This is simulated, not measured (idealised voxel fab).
Name of the process module below: voxel self aligned contacts
Pictured: cross-section cut, 220 nm wide, on a grid of 5 nm square cells.
Cross-sections here: square-cell grids, written as top-down lists of bands, a band being one or more rows of cells. Band entry format. Leading values: height of top, height of bottom, nm. Remainder: materials in left-to-right order, each with its width in nm. Special words: "everywhere" on a single material, which then fills the band edge to edge; "empty", empty space. Height is counted from the level 0, under which the received wafer is composed throughout of one material. The lowest of the bands is not closed at the bottom but continues downward, in the notation "0 nm and below". A width given as "30->40" starts at the first number in the band's top row and ends at the second number in its bottom row, shifting by an equal amount at every step from row to row. What does "no modifications" mean for a step? It means no cell of the cross-section changed in that step. You'll see "Enclosed void list" listing empty spaces that have no way open to the top, as long as they're 8 cells or more; the notation is width x height at distance, where the distance is from the left edge, and all of it is in nm. The remark found on a step's line after its settings is issued by the simulator itself and pertains to that step. overlay nm: for a step with a mask, the amount by which the mask lay right of where it was planned; a negative amount means left of it.
So here's the lineup of process steps we planned
1. RECEIVE | material Si
2. OXIDIZE | depth nm 5
3. DIRECTIONAL_DEP | material polySi | thk nm 25
4. DIRECTIONAL_DEP | material SiN | thk nm 20
5. PATTERN | tone cover | mask id GATE | material resist | width nm 25 | pitch nm 55 | thk nm 20 | overlay nm 0
6. DIRECTIONAL_ETCH | etch materials SiN | depth nm 20
7. DIRECTIONAL_ETCH | etch materials polySi | depth nm 25
8. STRIP | etch materials resist
9. CONFORMAL_DEP | material SiN | thk nm 5
10. DIRECTIONAL_ETCH | etch materials SiN | depth nm 5
11. FILL_DEP | material SiO2 | thk nm 15
12. CMP | height nm 50
13. PATTERN | tone open | mask id CONTACT | material resist | width nm 40 | thk nm 20 | overlay nm 0
14. DIRECTIONAL_ETCH | etch materials SiO2 | depth nm 55
15. STRIP | etch materials resist
16. CONFORMAL_DEP | material TiN | thk nm 5
17. FILL_DEP | material Ru | thk nm 10
18. CMP | height nm 50
19. CONFORMAL_DEP | material SiN | thk nm 5
Cross-section of the incoming wafer, state after step 1
  0 nm and below  Si everywhere
  Enclosed void list: none
End-of-module cross-section of the first of two wafers, processed as planned
  55 nm to 50 nm  SiN everywhere
  50 nm to 45 nm  SiO2: 90, TiN: 15, Ru: 10, TiN: 15, SiO2: 90
  45 nm to 25 nm  SiO2: 65, SiN: 35, TiN: 5, Ru: 10, TiN: 5, SiN: 35, SiO2: 65
  25 nm to 0 nm  SiO2: 65, SiN: 5, polySi: 25, SiN: 5, TiN: 5, Ru: 10, TiN: 5, SiN: 5, polySi: 25, SiN: 5, SiO2: 65
  0 nm to -5 nm  SiO2: 100, TiN: 20, SiO2: 100
  -5 nm and below  Si everywhere
  Enclosed void list: none
Cross-section of the latter of the two wafers at module completion. It had an identical start and an identical plan to the former; in running it, one mistake was made
  55 nm to 50 nm  SiN everywhere
  50 nm to 45 nm  SiO2: 90, TiN: 20, Ru: 10, TiN: 10, SiO2: 90
  45 nm to 25 nm  SiO2: 70, SiN: 35, TiN: 5, Ru: 10, TiN: 5, SiN: 35, SiO2: 60
  25 nm to 0 nm  SiO2: 70, SiN: 5, polySi: 25, SiN: 5, TiN: 5, Ru: 10, TiN: 5, SiN: 5, polySi: 25, SiN: 5, SiO2: 60
  0 nm to -5 nm  SiO2: 105, TiN: 20, SiO2: 95
  -5 nm and below  Si everywhere
  Enclosed void list: none
The plan and the run diverged here: it should be noted that step 5 was executed with settings other than those planned, the operation and settings actually applied being PATTERN | tone cover | mask id GATE | material resist | width nm 25 | pitch nm 55 | thk nm 20 | overlay nm 5
The concluding comparison shows that, measured in cells, each material is equally abundant on both wafers, albeit at different positions.
